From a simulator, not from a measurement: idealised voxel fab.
Process module name: voxel self aligned vias
Section cut is 300 nm wide and gridded with 5 nm square cells.
Format of a cross-section: grid, square cells. Given as bands. Order: top down. Band: one or more rows of cells. A band entry consists of two parts. The first gives the height of the band's top and the height of its bottom, in nm. The rest lists the band's materials from left to right, each with its width in nm. A single material labelled with the word "edge to edge" fills the band from edge to edge, and the word "blank" marks empty space. Note: height 0 marks the level under which the wafer is uniformly one material as received. Lowest band unbounded below, written "from 0 down". So if you see something like "30..40" for the width, read it as the top row of the band sitting at the first number and the bottom row at the second, with every row in between moving by the same amount as the last. No cell of the cross-section changed in a step that is given as "no modifications". The entry "Enclosed internal voids" lists the empty spaces that cover at least 8 cells and have no open path to the top. Each is written as width x height at distance, where the distance is measured from the left edge and all three values are in nm. That trailing text on a step's line, after the settings, is the simulator's own remark on the step. "overlay nm" answers the question of how far to the right of plan the mask lay on a step that has a mask, and when it is negative the answer is to the left.

Planned process steps
1. op RECEIVE | material Si
2. op CONFORMAL_DEP | material SiO2 | thk nm 10
3. op CONFORMAL_DEP | material SiCN | thk nm 5
4. op DIRECTIONAL_DEP | material lowk | thk nm 30
5. op MASKED_ETCH | tone open | mask id LINES | width nm 20 | pitch nm 70 | etch materials lowk | depth nm 30 | overlay nm 0
6. op CONFORMAL_DEP | material TiN | thk nm 5
7. op FILL_DEP | material Ru | thk nm 10
8. op CMP | height nm 45
9. op SELECTIVE_ETCH | etch materials W Ru TiN | depth nm 10
10. op FILL_DEP | material SiN | thk nm 5
11. op CMP | height nm 45
12. op DIRECTIONAL_DEP | material lowk | thk nm 20
13. op DIRECTIONAL_DEP | material aC | thk nm 15
14. op PATTERN | tone open | mask id VIAS | material resist | width nm 40 | pitch nm 140 | thk nm 30 | overlay nm 0
15. op DIRECTIONAL_ETCH | etch materials aC | depth nm 5
16. op STRIP | etch materials resist
17. op DIRECTIONAL_ETCH | etch materials lowk | depth nm 20
18. op DIRECTIONAL_ETCH | etch materials SiN | depth nm 10
19. op STRIP | etch materials aC
20. op CONFORMAL_DEP | material TiN | thk nm 5
21. op FILL_DEP | material Cu | thk nm 5
22. op CMP | height nm 65
23. op CONFORMAL_DEP | material SiCN | thk nm 5
Among the wafers covered here, the point of difference is the depth nm at step 15; their starting state is shared, and the plan presents the value of the first wafer.

The first of several wafers in cross-section, exactly as it reached us after step 1
	from 0 down: Si edge to edge
	Enclosed internal voids: none

Last step of the module is step 23; after it, the first of several wafers in cross-section
	from 70 to 65: SiCN edge to edge
	from 65 to 45: lowk edge to edge
	from 45 to 35: lowk 70 nm | SiN 20 nm | lowk 50 nm | SiN 20 nm | lowk 50 nm | SiN 20 nm | lowk 70 nm
	from 35 to 20: lowk 70 nm | TiN 5 nm | Ru 10 nm | TiN 5 nm | lowk 50 nm | TiN 5 nm | Ru 10 nm | TiN 5 nm | lowk 50 nm | TiN 5 nm | Ru 10 nm | TiN 5 nm | lowk 70 nm
	from 20 to 15: lowk 70 nm | TiN 20 nm | lowk 50 nm | TiN 20 nm | lowk 50 nm | TiN 20 nm | lowk 70 nm
	from 15 to 10: SiCN edge to edge
	from 10 to 0: SiO2 edge to edge
	from 0 down: Si edge to edge
	Enclosed internal voids: none

Last-wafer cross-section at the end of the module
	from 70 to 65: SiCN edge to edge
	from 65 to 50: lowk 60 nm | TiN 5 nm | Cu 30 nm | TiN 5 nm | lowk 100 nm | TiN 5 nm | Cu 30 nm | TiN 5 nm | lowk 60 nm
	from 50 to 45: lowk 60 nm | TiN 15 nm | Cu 10 nm | TiN 15 nm | lowk 100 nm | TiN 15 nm | Cu 10 nm | TiN 15 nm | lowk 60 nm
	from 45 to 40: lowk 70 nm | TiN 5 nm | Cu 10 nm | TiN 5 nm | lowk 50 nm | SiN 20 nm | lowk 50 nm | TiN 5 nm | Cu 10 nm | TiN 5 nm | lowk 70 nm
	from 40 to 35: lowk 70 nm | TiN 20 nm | lowk 50 nm | SiN 20 nm | lowk 50 nm | TiN 20 nm | lowk 70 nm
	from 35 to 20: lowk 70 nm | TiN 5 nm | Ru 10 nm | TiN 5 nm | lowk 50 nm | TiN 5 nm | Ru 10 nm | TiN 5 nm | lowk 50 nm | TiN 5 nm | Ru 10 nm | TiN 5 nm | lowk 70 nm
	from 20 to 15: lowk 70 nm | TiN 20 nm | lowk 50 nm | TiN 20 nm | lowk 50 nm | TiN 20 nm | lowk 70 nm
	from 15 to 10: SiCN edge to edge
	from 10 to 0: SiO2 edge to edge
	from 0 down: Si edge to edge
	Enclosed internal voids: none

The table below has one row for each wafer; a row shows, as of the end of the module, how many cells of each material the wafer has gained, marked (+), or lost, marked (-), since it was received, and then the wafer's closed voids
depth nm 5 | +18 Ru | +120 SiCN | +24 SiN | +120 SiO2 | +30 TiN | +528 lowk | Enclosed internal voids: none
depth nm 10 | +18 Ru | +120 SiCN | +24 SiN | +120 SiO2 | +30 TiN | +528 lowk | Enclosed internal voids: none
depth nm 15 | +44 Cu | +18 Ru | +120 SiCN | +8 SiN | +120 SiO2 | +66 TiN | +464 lowk | Enclosed internal voids: none
depth nm 20 | +44 Cu | +18 Ru | +120 SiCN | +8 SiN | +120 SiO2 | +66 TiN | +464 lowk | Enclosed internal voids: none
depth nm 25 | +44 Cu | +18 Ru | +120 SiCN | +8 SiN | +120 SiO2 | +66 TiN | +464 lowk | Enclosed internal voids: none
depth nm 30 | +44 Cu | +18 Ru | +120 SiCN | +8 SiN | +120 SiO2 | +66 TiN | +464 lowk | Enclosed internal voids: none
